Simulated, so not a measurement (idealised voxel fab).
process module | voxel gate over fins
The cross-section on display is named cut; it measures 290 nm wide, and its cells are 5 nm squares.
Notation: cross-section as square-cell grid; stated in bands, top first, going down; one or more cell rows per band. This entry defines a band. It first specifies the height of the band's top and the height of its bottom in nm, and then specifies the band's materials from left to right, stating each material with its width in nm. The word "all across" identifies a single material that fills the band from edge to edge, while the word "blank" identifies empty space. The reference from which all heights are counted is 0, the level beneath which the as-received wafer is entirely one material; the lowest band, having no lower bound, proceeds downward and is written after the example "0 -> down". When a width is written as two numbers, as in "30..40", the first number is the width in the top row of cells of the band and the second is the width in its bottom row, and the width changes by the same amount from each row to the next. Any step labelled "same as before" changed none of the cells in the cross-section. Basically, "Enclosed void listing" tells you about the enclosed voids: empty spaces with no open way to the top, 8 cells or bigger, each written width x height at distance, where distance is from the left edge, all in nm. Whatever follows a step's settings on its line is a remark the simulator itself makes about that step. overlay nm: for a step with a mask, the amount by which the mask lay right of where it was planned; a negative amount means left of it. Read the rest as pairs. Take the cross-section before one process step, then the cross-section after it, which shows only down to the lowest band that changed. Under the pair, find the step between them and its settings. Bear in mind that pairs may come from different runs of this module on the same starting wafer: link a pair to the pair above it only where its entry headed "before" says to.
Before:
> 0 -> down = Si all across
> Enclosed void listing: none
Section After Processing:
> 10 -> 0 = SiN all across
> Nothing below the height 0 has changed.
> Enclosed void listing: none
Here is the step that sits between the two cross-sections above: CONFORMAL_DEP | material SiN | thk nm 10
before: this step begins from the cross-section that the pair just above shows after its step.
Section After Processing:
> 30 -> 10 = blank 120 nm, resist 15 nm, blank 20 nm, resist 15 nm, blank 120 nm
> Nothing below the height 10 has changed.
> Enclosed void listing: none
Here is the step that sits between the two cross-sections above: PATTERN | tone cover | mask id FINS | material resist | width nm 15 | pitch nm 35 | thk nm 20 | overlay nm 0
before: this step begins from the cross-section that the pair just above shows after its step.
Section After Processing:
> 30 -> 10 = blank 120 nm, resist 15 nm, blank 20 nm, resist 15 nm, blank 120 nm
> 10 -> 0 = blank 120 nm, SiN 15 nm, blank 20 nm, SiN 15 nm, blank 120 nm
> Nothing below the height 0 has changed.
> Enclosed void listing: none
Here is the step that sits between the two cross-sections above: DIRECTIONAL_ETCH | etch materials SiN | depth nm 10
before: this step begins from the cross-section that the pair just above shows after its step.
Section After Processing:
> 30 -> 10 = blank 120 nm, resist 15 nm, blank 20 nm, resist 15 nm, blank 120 nm
> 10 -> 0 = blank 120 nm, SiN 15 nm, blank 20 nm, SiN 15 nm, blank 120 nm
> 0 -> -35 = blank 120 nm, Si 15 nm, blank 20 nm, Si 15 nm, blank 120 nm
> Nothing below the height -35 has changed.
> Enclosed void listing: none
Here is the step that sits between the two cross-sections above: DIRECTIONAL_ETCH | etch materials Si | depth nm 35
before: this step begins from the cross-section that the pair just above shows after its step.
Section After Processing:
> 10 -> 0 = blank 120 nm, SiN 15 nm, blank 20 nm, SiN 15 nm, blank 120 nm
> Nothing below the height 0 has changed.
> Enclosed void listing: none
Here is the step that sits between the two cross-sections above: STRIP | etch materials resist
before: this step begins from the cross-section that the pair just above shows after its step.
Section After Processing:
> 10 -> 0 = blank 120 nm, SiN 15 nm, blank 20 nm, SiN 15 nm, blank 120 nm
> 0 -> -35 = blank 120 nm, SiO2 5 nm, Si 5 nm, SiO2 5 nm, blank 20 nm, SiO2 5 nm, Si 5 nm, SiO2 5 nm, blank 120 nm
> -35 -> -40 = SiO2 125 nm, Si 5 nm, SiO2 30 nm, Si 5 nm, SiO2 125 nm
> Nothing below the height -40 has changed.
> Enclosed void listing: none
Here is the step that sits between the two cross-sections above: OXIDIZE | depth nm 5
before: this step begins from the cross-section that the pair just above shows after its step.
Section After Processing:
> 20 -> 10 = SiO2 all across
> 10 -> 0 = SiO2 120 nm, SiN 15 nm, SiO2 20 nm, SiN 15 nm, SiO2 120 nm
> 0 -> -40 = SiO2 125 nm, Si 5 nm, SiO2 30 nm, Si 5 nm, SiO2 125 nm
> Nothing below the height -40 has changed.
> Enclosed void listing: none
Here is the step that sits between the two cross-sections above: FILL_DEP | material SiO2 | thk nm 10
before: this step begins from the cross-section that the pair just above shows after its step.
Section After Processing:
> 10 -> 0 = SiO2 120 nm, SiN 15 nm, SiO2 20 nm, SiN 15 nm, SiO2 120 nm
> Nothing below the height 0 has changed.
> Enclosed void listing: none
Here is the step that sits between the two cross-sections above: CMP | height nm 10
before: this step begins from the cross-section that the pair just above shows after its step.
Section After Processing:
> 10 -> 0 = blank 120 nm, SiN 15 nm, blank 20 nm, SiN 15 nm, blank 120 nm
> 0 -> -15 = blank 125 nm, Si 5 nm, blank 30 nm, Si 5 nm, blank 125 nm
> Nothing below the height -15 has changed.
> Enclosed void listing: none
Here is the step that sits between the two cross-sections above: SELECTIVE_ETCH | etch materials SiO2 | depth nm 25
before: this step begins from the cross-section that the pair just above shows after its step.
Section After Processing:
> 0 -> -15 = blank 125 nm, Si 5 nm, blank 30 nm, Si 5 nm, blank 125 nm
> Nothing below the height -15 has changed.
> Enclosed void listing: none
Here is the step that sits between the two cross-sections above: STRIP | etch materials SiN
before: this step begins from the cross-section that the pair just above shows after its step.
Section After Processing:
> 5 -> 0 = blank 120 nm, HfO2 15 nm, blank 20 nm, HfO2 15 nm, blank 120 nm
> 0 -> -10 = blank 120 nm, HfO2 5 nm, Si 5 nm, HfO2 5 nm, blank 20 nm, HfO2 5 nm, Si 5 nm, HfO2 5 nm, blank 120 nm
> -10 -> -15 = HfO2 125 nm, Si 5 nm, HfO2 30 nm, Si 5 nm, HfO2 125 nm
> Nothing below the height -15 has changed.
> Enclosed void listing: none
Here is the step that sits between the two cross-sections above: CONFORMAL_DEP | material HfO2 | thk nm 5
before: this step begins from the cross-section that the pair just above shows after its step.
Section After Processing:
> 10 -> 5 = blank 115 nm, TiN 25 nm, blank 10 nm, TiN 25 nm, blank 115 nm
> 5 -> 0 = blank 115 nm, TiN 5 nm, HfO2 15 nm, TiN 5 nm, blank 10 nm, TiN 5 nm, HfO2 15 nm, TiN 5 nm, blank 115 nm
> 0 -> -5 = blank 115 nm, TiN 5 nm, HfO2 5 nm, Si 5 nm, HfO2 5 nm, TiN 5 nm, blank 10 nm, TiN 5 nm, HfO2 5 nm, Si 5 nm, HfO2 5 nm, TiN 5 nm, blank 115 nm
> -5 -> -10 = TiN 120 nm, HfO2 5 nm, Si 5 nm, HfO2 5 nm, TiN 20 nm, HfO2 5 nm, Si 5 nm, HfO2 5 nm, TiN 120 nm
> Nothing below the height -10 has changed.
> Enclosed void listing: none
Here is the step that sits between the two cross-sections above: CONFORMAL_DEP | material TiN | thk nm 5
before: this step begins from the cross-section that the pair just above shows after its step.
Section After Processing:
> 20 -> 10 = W all across
> 10 -> 5 = W 115 nm, TiN 25 nm, W 10 nm, TiN 25 nm, W 115 nm
> 5 -> 0 = W 115 nm, TiN 5 nm, HfO2 15 nm, TiN 5 nm, W 10 nm, TiN 5 nm, HfO2 15 nm, TiN 5 nm, W 115 nm
> 0 -> -5 = W 115 nm, TiN 5 nm, HfO2 5 nm, Si 5 nm, HfO2 5 nm, TiN 5 nm, W 10 nm, TiN 5 nm, HfO2 5 nm, Si 5 nm, HfO2 5 nm, TiN 5 nm, W 115 nm
> Nothing below the height -5 has changed.
> Enclosed void listing: none
Here is the step that sits between the two cross-sections above: FILL_DEP | material W | thk nm 10
before: this step begins from the cross-section that the pair just above shows after its step.
Section After Processing:
> 15 -> 10 = W all across
> Nothing below the height 10 has changed.
> Enclosed void listing: none
Here is the step that sits between the two cross-sections above: CMP | height nm 15
before: this step begins from the cross-section that the pair just above shows after its step.
Section After Processing:
> 25 -> 15 = SiCN all across
> Nothing below the height 15 has changed.
> Enclosed void listing: none
Here is the step that sits between the two cross-sections above: CONFORMAL_DEP | material SiCN | thk nm 10
Before:
> 0 -> -15 = blank 125 nm, Si 5 nm, blank 30 nm, Si 5 nm, blank 125 nm
> -15 -> -40 = SiO2 125 nm, Si 5 nm, SiO2 30 nm, Si 5 nm, SiO2 125 nm
> -40 -> down = Si all across
> Enclosed void listing: none
Section After Processing:
> 5 -> 0 = blank 120 nm, TiN 15 nm, blank 20 nm, TiN 15 nm, blank 120 nm
> 0 -> -10 = blank 120 nm, TiN 5 nm, Si 5 nm, TiN 5 nm, blank 20 nm, TiN 5 nm, Si 5 nm, TiN 5 nm, blank 120 nm
> -10 -> -15 = TiN 125 nm, Si 5 nm, TiN 30 nm, Si 5 nm, TiN 125 nm
> Nothing below the height -15 has changed.
> Enclosed void listing: none
Here is the step that sits between the two cross-sections above: CONFORMAL_DEP | material TiN | thk nm 5
before: this step begins from the cross-section that the pair just above shows after its step.
Section After Processing:
> 15 -> 5 = W all across
> 5 -> 0 = W 120 nm, TiN 15 nm, W 20 nm, TiN 15 nm, W 120 nm
> 0 -> -10 = W 120 nm, TiN 5 nm, Si 5 nm, TiN 5 nm, W 20 nm, TiN 5 nm, Si 5 nm, TiN 5 nm, W 120 nm
> Nothing below the height -10 has changed.
> Enclosed void listing: none
Here is the step that sits between the two cross-sections above: FILL_DEP | material W | thk nm 10
before: this step begins from the cross-section that the pair just above shows after its step.
Section After Processing:
> 25 -> 15 = SiCN all across
> Nothing below the height 15 has changed.
> Enclosed void listing: none
Here is the step that sits between the two cross-sections above: CONFORMAL_DEP | material SiCN | thk nm 10
Before:
> 30 -> 10 = blank 120 nm, resist 15 nm, blank 20 nm, resist 15 nm, blank 120 nm
> 10 -> 0 = blank 120 nm, SiN 15 nm, blank 20 nm, SiN 15 nm, blank 120 nm
> 0 -> -35 = blank 120 nm, Si 15 nm, blank 20 nm, Si 15 nm, blank 120 nm
> -35 -> down = Si all across
> Enclosed void listing: none
Section After Processing:
> 30 -> 10 = blank 120 nm, resist 15 nm, blank 20 nm, resist 15 nm, blank 120 nm
> 10 -> 0 = blank 120 nm, SiN 15 nm, blank 20 nm, SiN 15 nm, blank 120 nm
> 0 -> -70 = blank 120 nm, Si 15 nm, blank 20 nm, Si 15 nm, blank 120 nm
> Nothing below the height -70 has changed.
> Enclosed void listing: none
Here is the step that sits between the two cross-sections above: DIRECTIONAL_ETCH | etch materials Si | depth nm 35
before: this step begins from the cross-section that the pair just above shows after its step.
Section After Processing:
> 10 -> 0 = blank 120 nm, SiN 15 nm, blank 20 nm, SiN 15 nm, blank 120 nm
> Nothing below the height 0 has changed.
> Enclosed void listing: none
Here is the step that sits between the two cross-sections above: STRIP | etch materials resist
before: this step begins from the cross-section that the pair just above shows after its step.
Section After Processing:
> 10 -> 0 = blank 120 nm, SiN 15 nm, blank 20 nm, SiN 15 nm, blank 120 nm
> 0 -> -70 = blank 120 nm, SiO2 5 nm, Si 5 nm, SiO2 5 nm, blank 20 nm, SiO2 5 nm, Si 5 nm, SiO2 5 nm, blank 120 nm
> -70 -> -75 = SiO2 125 nm, Si 5 nm, SiO2 30 nm, Si 5 nm, SiO2 125 nm
> Nothing below the height -75 has changed.
> Enclosed void listing: none
Here is the step that sits between the two cross-sections above: OXIDIZE | depth nm 5
before: this step begins from the cross-section that the pair just above shows after its step.
Section After Processing:
> 20 -> 10 = SiO2 all across
> 10 -> 0 = SiO2 120 nm, SiN 15 nm, SiO2 20 nm, SiN 15 nm, SiO2 120 nm
> 0 -> -75 = SiO2 125 nm, Si 5 nm, SiO2 30 nm, Si 5 nm, SiO2 125 nm
> Nothing below the height -75 has changed.
> Enclosed void listing: none
Here is the step that sits between the two cross-sections above: FILL_DEP | material SiO2 | thk nm 10
before: this step begins from the cross-section that the pair just above shows after its step.
Section After Processing:
> 10 -> 0 = SiO2 120 nm, SiN 15 nm, SiO2 20 nm, SiN 15 nm, SiO2 120 nm
> Nothing below the height 0 has changed.
> Enclosed void listing: none
Here is the step that sits between the two cross-sections above: CMP | height nm 10
before: this step begins from the cross-section that the pair just above shows after its step.
Section After Processing:
> 10 -> 0 = blank 120 nm, SiN 15 nm, blank 20 nm, SiN 15 nm, blank 120 nm
> 0 -> -15 = blank 125 nm, Si 5 nm, blank 30 nm, Si 5 nm, blank 125 nm
> Nothing below the height -15 has changed.
> Enclosed void listing: none
Here is the step that sits between the two cross-sections above: SELECTIVE_ETCH | etch materials SiO2 | depth nm 25
before: this step begins from the cross-section that the pair just above shows after its step.
Section After Processing:
> 0 -> -15 = blank 125 nm, Si 5 nm, blank 30 nm, Si 5 nm, blank 125 nm
> Nothing below the height -15 has changed.
> Enclosed void listing: none
Here is the step that sits between the two cross-sections above: STRIP | etch materials SiN
before: this step begins from the cross-section that the pair just above shows after its step.
Section After Processing:
> 5 -> 0 = blank 120 nm, HfO2 15 nm, blank 20 nm, HfO2 15 nm, blank 120 nm
> 0 -> -10 = blank 120 nm, HfO2 5 nm, Si 5 nm, HfO2 5 nm, blank 20 nm, HfO2 5 nm, Si 5 nm, HfO2 5 nm, blank 120 nm
> -10 -> -15 = HfO2 125 nm, Si 5 nm, HfO2 30 nm, Si 5 nm, HfO2 125 nm
> Nothing below the height -15 has changed.
> Enclosed void listing: none
Here is the step that sits between the two cross-sections above: CONFORMAL_DEP | material HfO2 | thk nm 5
before: this step begins from the cross-section that the pair just above shows after its step.
Section After Processing:
> 10 -> 5 = blank 115 nm, TiN 25 nm, blank 10 nm, TiN 25 nm, blank 115 nm
> 5 -> 0 = blank 115 nm, TiN 5 nm, HfO2 15 nm, TiN 5 nm, blank 10 nm, TiN 5 nm, HfO2 15 nm, TiN 5 nm, blank 115 nm
> 0 -> -5 = blank 115 nm, TiN 5 nm, HfO2 5 nm, Si 5 nm, HfO2 5 nm, TiN 5 nm, blank 10 nm, TiN 5 nm, HfO2 5 nm, Si 5 nm, HfO2 5 nm, TiN 5 nm, blank 115 nm
> -5 -> -10 = TiN 120 nm, HfO2 5 nm, Si 5 nm, HfO2 5 nm, TiN 20 nm, HfO2 5 nm, Si 5 nm, HfO2 5 nm, TiN 120 nm
> Nothing below the height -10 has changed.
> Enclosed void listing: none
Here is the step that sits between the two cross-sections above: CONFORMAL_DEP | material TiN | thk nm 5
before: this step begins from the cross-section that the pair just above shows after its step.
Section After Processing:
> 20 -> 10 = W all across
> 10 -> 5 = W 115 nm, TiN 25 nm, W 10 nm, TiN 25 nm, W 115 nm
> 5 -> 0 = W 115 nm, TiN 5 nm, HfO2 15 nm, TiN 5 nm, W 10 nm, TiN 5 nm, HfO2 15 nm, TiN 5 nm, W 115 nm
> 0 -> -5 = W 115 nm, TiN 5 nm, HfO2 5 nm, Si 5 nm, HfO2 5 nm, TiN 5 nm, W 10 nm, TiN 5 nm, HfO2 5 nm, Si 5 nm, HfO2 5 nm, TiN 5 nm, W 115 nm
> Nothing below the height -5 has changed.
> Enclosed void listing: none
Here is the step that sits between the two cross-sections above: FILL_DEP | material W | thk nm 10
before: this step begins from the cross-section that the pair just above shows after its step.
Section After Processing:
> 15 -> 10 = W all across
> Nothing below the height 10 has changed.
> Enclosed void listing: none
Here is the step that sits between the two cross-sections above: CMP | height nm 15
before: this step begins from the cross-section that the pair just above shows after its step.
Section After Processing:
> 25 -> 15 = SiCN all across
> Nothing below the height 15 has changed.
> Enclosed void listing: none
Here is the step that sits between the two cross-sections above: CONFORMAL_DEP | material SiCN | thk nm 10
Before:
> 10 -> 0 = SiO2 120 nm, SiN 15 nm, SiO2 20 nm, SiN 15 nm, SiO2 120 nm
> 0 -> -40 = SiO2 125 nm, Si 5 nm, SiO2 30 nm, Si 5 nm, SiO2 125 nm
> -40 -> down = Si all across
> Enclosed void listing: none
Section After Processing:
> 10 -> 0 = SiO2 120 nm, blank 15 nm, SiO2 20 nm, blank 15 nm, SiO2 120 nm
> Nothing below the height 0 has changed.
> Enclosed void listing: none
Here is the step that sits between the two cross-sections above: STRIP | etch materials SiN
before: this step begins from the cross-section that the pair just above shows after its step.
Section After Processing:
> 0 -> -15 = blank 125 nm, Si 5 nm, blank 30 nm, Si 5 nm, blank 125 nm
> -15 -> -25 = SiO2 95 nm, blank 30 nm, Si 5 nm, blank 30 nm, Si 5 nm, blank 30 nm, SiO2 95 nm
> Nothing below the height -25 has changed.
> Enclosed void listing: none
Here is the step that sits between the two cross-sections above: SELECTIVE_ETCH | etch materials SiO2 | depth nm 25
before: this step begins from the cross-section that the pair just above shows after its step.
Section After Processing:
> 5 -> 0 = blank 120 nm, HfO2 15 nm, blank 20 nm, HfO2 15 nm, blank 120 nm
> 0 -> -10 = blank 120 nm, HfO2 5 nm, Si 5 nm, HfO2 5 nm, blank 20 nm, HfO2 5 nm, Si 5 nm, HfO2 5 nm, blank 120 nm
> -10 -> -15 = HfO2 100 nm, blank 20 nm, HfO2 5 nm, Si 5 nm, HfO2 5 nm, blank 20 nm, HfO2 5 nm, Si 5 nm, HfO2 5 nm, blank 20 nm, HfO2 100 nm
> -15 -> -20 = SiO2 95 nm, HfO2 5 nm, blank 20 nm, HfO2 5 nm, Si 5 nm, HfO2 5 nm, blank 20 nm, HfO2 5 nm, Si 5 nm, HfO2 5 nm, blank 20 nm, HfO2 5 nm, SiO2 95 nm
> -20 -> -25 = SiO2 95 nm, HfO2 30 nm, Si 5 nm, HfO2 30 nm, Si 5 nm, HfO2 30 nm, SiO2 95 nm
> Nothing below the height -25 has changed.
> Enclosed void listing: none
Here is the step that sits between the two cross-sections above: CONFORMAL_DEP | material HfO2 | thk nm 5
before: this step begins from the cross-section that the pair just above shows after its step.
Section After Processing:
> 10 -> 5 = blank 115 nm, TiN 25 nm, blank 10 nm, TiN 25 nm, blank 115 nm
> 5 -> 0 = blank 115 nm, TiN 5 nm, HfO2 15 nm, TiN 5 nm, blank 10 nm, TiN 5 nm, HfO2 15 nm, TiN 5 nm, blank 115 nm
> 0 -> -5 = blank 115 nm, TiN 5 nm, HfO2 5 nm, Si 5 nm, HfO2 5 nm, TiN 5 nm, blank 10 nm, TiN 5 nm, HfO2 5 nm, Si 5 nm, HfO2 5 nm, TiN 5 nm, blank 115 nm
> -5 -> -10 = TiN 105 nm, blank 10 nm, TiN 5 nm, HfO2 5 nm, Si 5 nm, HfO2 5 nm, TiN 5 nm, blank 10 nm, TiN 5 nm, HfO2 5 nm, Si 5 nm, HfO2 5 nm, TiN 5 nm, blank 10 nm, TiN 105 nm
> -10 -> -15 = HfO2 100 nm, TiN 5 nm, blank 10 nm, TiN 5 nm, HfO2 5 nm, Si 5 nm, HfO2 5 nm, TiN 5 nm, blank 10 nm, TiN 5 nm, HfO2 5 nm, Si 5 nm, HfO2 5 nm, TiN 5 nm, blank 10 nm, TiN 5 nm, HfO2 100 nm
> -15 -> -20 = SiO2 95 nm, HfO2 5 nm, TiN 20 nm, HfO2 5 nm, Si 5 nm, HfO2 5 nm, TiN 20 nm, HfO2 5 nm, Si 5 nm, HfO2 5 nm, TiN 20 nm, HfO2 5 nm, SiO2 95 nm
> Nothing below the height -20 has changed.
> Enclosed void listing: none
Here is the step that sits between the two cross-sections above: CONFORMAL_DEP | material TiN | thk nm 5
before: this step begins from the cross-section that the pair just above shows after its step.
Section After Processing:
> 20 -> 10 = W all across
> 10 -> 5 = W 115 nm, TiN 25 nm, W 10 nm, TiN 25 nm, W 115 nm
> 5 -> 0 = W 115 nm, TiN 5 nm, HfO2 15 nm, TiN 5 nm, W 10 nm, TiN 5 nm, HfO2 15 nm, TiN 5 nm, W 115 nm
> 0 -> -5 = W 115 nm, TiN 5 nm, HfO2 5 nm, Si 5 nm, HfO2 5 nm, TiN 5 nm, W 10 nm, TiN 5 nm, HfO2 5 nm, Si 5 nm, HfO2 5 nm, TiN 5 nm, W 115 nm
> -5 -> -10 = TiN 105 nm, W 10 nm, TiN 5 nm, HfO2 5 nm, Si 5 nm, HfO2 5 nm, TiN 5 nm, W 10 nm, TiN 5 nm, HfO2 5 nm, Si 5 nm, HfO2 5 nm, TiN 5 nm, W 10 nm, TiN 105 nm
> -10 -> -15 = HfO2 100 nm, TiN 5 nm, W 10 nm, TiN 5 nm, HfO2 5 nm, Si 5 nm, HfO2 5 nm, TiN 5 nm, W 10 nm, TiN 5 nm, HfO2 5 nm, Si 5 nm, HfO2 5 nm, TiN 5 nm, W 10 nm, TiN 5 nm, HfO2 100 nm
> Nothing below the height -15 has changed.
> Enclosed void listing: none
Here is the step that sits between the two cross-sections above: FILL_DEP | material W | thk nm 10
before: this step begins from the cross-section that the pair just above shows after its step.
Section After Processing:
> 15 -> 10 = W all across
> Nothing below the height 10 has changed.
> Enclosed void listing: none
Here is the step that sits between the two cross-sections above: CMP | height nm 15
before: this step begins from the cross-section that the pair just above shows after its step.
Section After Processing:
> 25 -> 15 = SiCN all across
> Nothing below the height 15 has changed.
> Enclosed void listing: none
Here is the step that sits between the two cross-sections above: CONFORMAL_DEP | material SiCN | thk nm 10
Before:
> 30 -> 10 = blank 120 nm, resist 15 nm, blank 20 nm, resist 15 nm, blank 120 nm
> 10 -> 0 = blank 120 nm, SiN 15 nm, blank 20 nm, SiN 15 nm, blank 120 nm
> 0 -> down = Si all across
> Enclosed void listing: none
Section After Processing:
> 30 -> 10 = blank 120 nm, resist 15 nm, blank 20 nm, resist 15 nm, blank 120 nm
> 10 -> 0 = blank 120 nm, SiN 15 nm, blank 20 nm, SiN 15 nm, blank 120 nm
> 0 -> -40 = blank 120 nm, Si 15 nm, blank 20 nm, Si 15 nm, blank 120 nm
> Nothing below the height -40 has changed.
> Enclosed void listing: none
Here is the step that sits between the two cross-sections above: DIRECTIONAL_ETCH | etch materials Si | depth nm 40
before: this step begins from the cross-section that the pair just above shows after its step.
Section After Processing:
> 10 -> 0 = blank 120 nm, SiN 15 nm, blank 20 nm, SiN 15 nm, blank 120 nm
> Nothing below the height 0 has changed.
> Enclosed void listing: none
Here is the step that sits between the two cross-sections above: STRIP | etch materials resist
before: this step begins from the cross-section that the pair just above shows after its step.
Section After Processing:
> 10 -> 0 = blank 120 nm, SiN 15 nm, blank 20 nm, SiN 15 nm, blank 120 nm
> 0 -> -40 = blank 120 nm, SiO2 5 nm, Si 5 nm, SiO2 5 nm, blank 20 nm, SiO2 5 nm, Si 5 nm, SiO2 5 nm, blank 120 nm
> -40 -> -45 = SiO2 125 nm, Si 5 nm, SiO2 30 nm, Si 5 nm, SiO2 125 nm
> Nothing below the height -45 has changed.
> Enclosed void listing: none
Here is the step that sits between the two cross-sections above: OXIDIZE | depth nm 5
before: this step begins from the cross-section that the pair just above shows after its step.
Section After Processing:
> 20 -> 10 = SiO2 all across
> 10 -> 0 = SiO2 120 nm, SiN 15 nm, SiO2 20 nm, SiN 15 nm, SiO2 120 nm
> 0 -> -45 = SiO2 125 nm, Si 5 nm, SiO2 30 nm, Si 5 nm, SiO2 125 nm
> Nothing below the height -45 has changed.
> Enclosed void listing: none
Here is the step that sits between the two cross-sections above: FILL_DEP | material SiO2 | thk nm 10
before: this step begins from the cross-section that the pair just above shows after its step.
Section After Processing:
> 10 -> 0 = SiO2 120 nm, SiN 15 nm, SiO2 20 nm, SiN 15 nm, SiO2 120 nm
> Nothing below the height 0 has changed.
> Enclosed void listing: none
Here is the step that sits between the two cross-sections above: CMP | height nm 10
before: this step begins from the cross-section that the pair just above shows after its step.
Section After Processing:
> 10 -> 0 = blank 120 nm, SiN 15 nm, blank 20 nm, SiN 15 nm, blank 120 nm
> 0 -> -15 = blank 125 nm, Si 5 nm, blank 30 nm, Si 5 nm, blank 125 nm
> Nothing below the height -15 has changed.
> Enclosed void listing: none
Here is the step that sits between the two cross-sections above: SELECTIVE_ETCH | etch materials SiO2 | depth nm 25
before: this step begins from the cross-section that the pair just above shows after its step.
Section After Processing:
> 0 -> -15 = blank 125 nm, Si 5 nm, blank 30 nm, Si 5 nm, blank 125 nm
> Nothing below the height -15 has changed.
> Enclosed void listing: none
Here is the step that sits between the two cross-sections above: STRIP | etch materials SiN
before: this step begins from the cross-section that the pair just above shows after its step.
Section After Processing:
> 5 -> 0 = blank 120 nm, HfO2 15 nm, blank 20 nm, HfO2 15 nm, blank 120 nm
> 0 -> -10 = blank 120 nm, HfO2 5 nm, Si 5 nm, HfO2 5 nm, blank 20 nm, HfO2 5 nm, Si 5 nm, HfO2 5 nm, blank 120 nm
> -10 -> -15 = HfO2 125 nm, Si 5 nm, HfO2 30 nm, Si 5 nm, HfO2 125 nm
> Nothing below the height -15 has changed.
> Enclosed void listing: none
Here is the step that sits between the two cross-sections above: CONFORMAL_DEP | material HfO2 | thk nm 5
before: this step begins from the cross-section that the pair just above shows after its step.
Section After Processing:
> 10 -> 5 = blank 115 nm, TiN 25 nm, blank 10 nm, TiN 25 nm, blank 115 nm
> 5 -> 0 = blank 115 nm, TiN 5 nm, HfO2 15 nm, TiN 5 nm, blank 10 nm, TiN 5 nm, HfO2 15 nm, TiN 5 nm, blank 115 nm
> 0 -> -5 = blank 115 nm, TiN 5 nm, HfO2 5 nm, Si 5 nm, HfO2 5 nm, TiN 5 nm, blank 10 nm, TiN 5 nm, HfO2 5 nm, Si 5 nm, HfO2 5 nm, TiN 5 nm, blank 115 nm
> -5 -> -10 = TiN 120 nm, HfO2 5 nm, Si 5 nm, HfO2 5 nm, TiN 20 nm, HfO2 5 nm, Si 5 nm, HfO2 5 nm, TiN 120 nm
> Nothing below the height -10 has changed.
> Enclosed void listing: none
Here is the step that sits between the two cross-sections above: CONFORMAL_DEP | material TiN | thk nm 5
before: this step begins from the cross-section that the pair just above shows after its step.
Section After Processing:
> 20 -> 10 = W all across
> 10 -> 5 = W 115 nm, TiN 25 nm, W 10 nm, TiN 25 nm, W 115 nm
> 5 -> 0 = W 115 nm, TiN 5 nm, HfO2 15 nm, TiN 5 nm, W 10 nm, TiN 5 nm, HfO2 15 nm, TiN 5 nm, W 115 nm
> 0 -> -5 = W 115 nm, TiN 5 nm, HfO2 5 nm, Si 5 nm, HfO2 5 nm, TiN 5 nm, W 10 nm, TiN 5 nm, HfO2 5 nm, Si 5 nm, HfO2 5 nm, TiN 5 nm, W 115 nm
> Nothing below the height -5 has changed.
> Enclosed void listing: none
Here is the step that sits between the two cross-sections above: FILL_DEP | material W | thk nm 10
before: this step begins from the cross-section that the pair just above shows after its step.
Section After Processing:
> 15 -> 10 = W all across
> Nothing below the height 10 has changed.
> Enclosed void listing: none
Here is the step that sits between the two cross-sections above: CMP | height nm 15
before: this step begins from the cross-section that the pair just above shows after its step.
Section After Processing:
> 25 -> 15 = SiCN all across
> Nothing below the height 15 has changed.
> Enclosed void listing: none
Here is the step that sits between the two cross-sections above: CONFORMAL_DEP | material SiCN | thk nm 10
Before:
> 10 -> 0 = SiN all across
> 0 -> down = Si all across
> Enclosed void listing: none
Section After Processing:
> 30 -> 10 = blank 120 nm, resist 20 nm, blank 15 nm, resist 20 nm, blank 115 nm
> Nothing below the height 10 has changed.
> Enclosed void listing: none
Here is the step that sits between the two cross-sections above: PATTERN | tone cover | mask id FINS | material resist | width nm 20 | pitch nm 35 | thk nm 20 | overlay nm 0
before: this step begins from the cross-section that the pair just above shows after its step.
Section After Processing:
> 30 -> 10 = blank 120 nm, resist 20 nm, blank 15 nm, resist 20 nm, blank 115 nm
> 10 -> 0 = blank 120 nm, SiN 20 nm, blank 15 nm, SiN 20 nm, blank 115 nm
> Nothing below the height 0 has changed.
> Enclosed void listing: none
Here is the step that sits between the two cross-sections above: DIRECTIONAL_ETCH | etch materials SiN | depth nm 10
before: this step begins from the cross-section that the pair just above shows after its step.
Section After Processing:
> 30 -> 10 = blank 120 nm, resist 20 nm, blank 15 nm, resist 20 nm, blank 115 nm
> 10 -> 0 = blank 120 nm, SiN 20 nm, blank 15 nm, SiN 20 nm, blank 115 nm
> 0 -> -35 = blank 120 nm, Si 20 nm, blank 15 nm, Si 20 nm, blank 115 nm
> Nothing below the height -35 has changed.
> Enclosed void listing: none
Here is the step that sits between the two cross-sections above: DIRECTIONAL_ETCH | etch materials Si | depth nm 35
before: this step begins from the cross-section that the pair just above shows after its step.
Section After Processing:
> 10 -> 0 = blank 120 nm, SiN 20 nm, blank 15 nm, SiN 20 nm, blank 115 nm
> Nothing below the height 0 has changed.
> Enclosed void listing: none
Here is the step that sits between the two cross-sections above: STRIP | etch materials resist
before: this step begins from the cross-section that the pair just above shows after its step.
Section After Processing:
> 10 -> 0 = blank 120 nm, SiN 20 nm, blank 15 nm, SiN 20 nm, blank 115 nm
> 0 -> -35 = blank 120 nm, SiO2 5 nm, Si 10 nm, SiO2 5 nm, blank 15 nm, SiO2 5 nm, Si 10 nm, SiO2 5 nm, blank 115 nm
> -35 -> -40 = SiO2 125 nm, Si 10 nm, SiO2 25 nm, Si 10 nm, SiO2 120 nm
> Nothing below the height -40 has changed.
> Enclosed void listing: none
Here is the step that sits between the two cross-sections above: OXIDIZE | depth nm 5
before: this step begins from the cross-section that the pair just above shows after its step.
Section After Processing:
> 20 -> 10 = SiO2 all across
> 10 -> 0 = SiO2 120 nm, SiN 20 nm, SiO2 15 nm, SiN 20 nm, SiO2 115 nm
> 0 -> -40 = SiO2 125 nm, Si 10 nm, SiO2 25 nm, Si 10 nm, SiO2 120 nm
> Nothing below the height -40 has changed.
> Enclosed void listing: none
Here is the step that sits between the two cross-sections above: FILL_DEP | material SiO2 | thk nm 10
before: this step begins from the cross-section that the pair just above shows after its step.
Section After Processing:
> 10 -> 0 = SiO2 120 nm, SiN 20 nm, SiO2 15 nm, SiN 20 nm, SiO2 115 nm
> Nothing below the height 0 has changed.
> Enclosed void listing: none
Here is the step that sits between the two cross-sections above: CMP | height nm 10
before: this step begins from the cross-section that the pair just above shows after its step.
Section After Processing:
> 10 -> 0 = blank 120 nm, SiN 20 nm, blank 15 nm, SiN 20 nm, blank 115 nm
> 0 -> -15 = blank 125 nm, Si 10 nm, blank 25 nm, Si 10 nm, blank 120 nm
> Nothing below the height -15 has changed.
> Enclosed void listing: none
Here is the step that sits between the two cross-sections above: SELECTIVE_ETCH | etch materials SiO2 | depth nm 25
before: this step begins from the cross-section that the pair just above shows after its step.
Section After Processing:
> 0 -> -15 = blank 125 nm, Si 10 nm, blank 25 nm, Si 10 nm, blank 120 nm
> Nothing below the height -15 has changed.
> Enclosed void listing: none
Here is the step that sits between the two cross-sections above: STRIP | etch materials SiN
